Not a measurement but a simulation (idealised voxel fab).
process module | voxel lift off
cross-section cut | 195 nm wide | cells 5 nm
A cross-section is a grid of square cells, given in bands from the top down. A band is one or more rows of cells.
Each band's line starts with the height of the band's top and of its bottom, in nm. Then come its materials from left to right, each with its width in nm. One material with "throughout" fills the band from edge to edge. "air" is empty space.
Height 0 is the level under which the wafer as received is all one material. The lowest band goes on downwards, as in "0 down".
A width such as "30 to 40" changes by the same amount from each row of cells to the next, from the band's top row to its bottom row.
"no change" after a step means that no cell of the cross-section changed.
closed voids: empty space of 8 cells or more with no open way to the top, each as width x height at its distance from the left edge, in nm
after a step's settings: what the simulator itself notes on the step
overlay nm, on a step with a mask: how far to the right of its planned place the mask lay; to the left if negative
plan
1 op RECEIVE | material Si
2 op CONFORMAL_DEP | material SiO2 | thk nm 5
3 op PATTERN | tone open | mask id LINES | material resist | width nm 30 | pitch nm 55 | thk nm 15 | overlay nm -15
4 op DIRECTIONAL_DEP | material Ru | thk nm 5
5 op STRIP | etch materials resist
6 op CONFORMAL_DEP | material SiO2 | thk nm 10
varied across the wafers: overlay nm of step 3. The plan shows the first wafer's value. All wafers start alike
first wafer as received, after step 1
  0 down: Si throughout
  closed voids: none
each wafer at the end: cells of each material gained (+) or lost (-) since it was received, then its closed voids
overlay nm -15 | +12 Ru | +125 SiO2 | closed voids: none
overlay nm -10 | +12 Ru | +125 SiO2 | closed voids: none
overlay nm -5 | +12 Ru | +125 SiO2 | closed voids: none
overlay nm 0 | +12 Ru | +125 SiO2 | closed voids: none
overlay nm 5 | +12 Ru | +125 SiO2 | closed voids: none
overlay nm 10 | +12 Ru | +125 SiO2 | closed voids: none
overlay nm 15 | +12 Ru | +125 SiO2 | closed voids: none
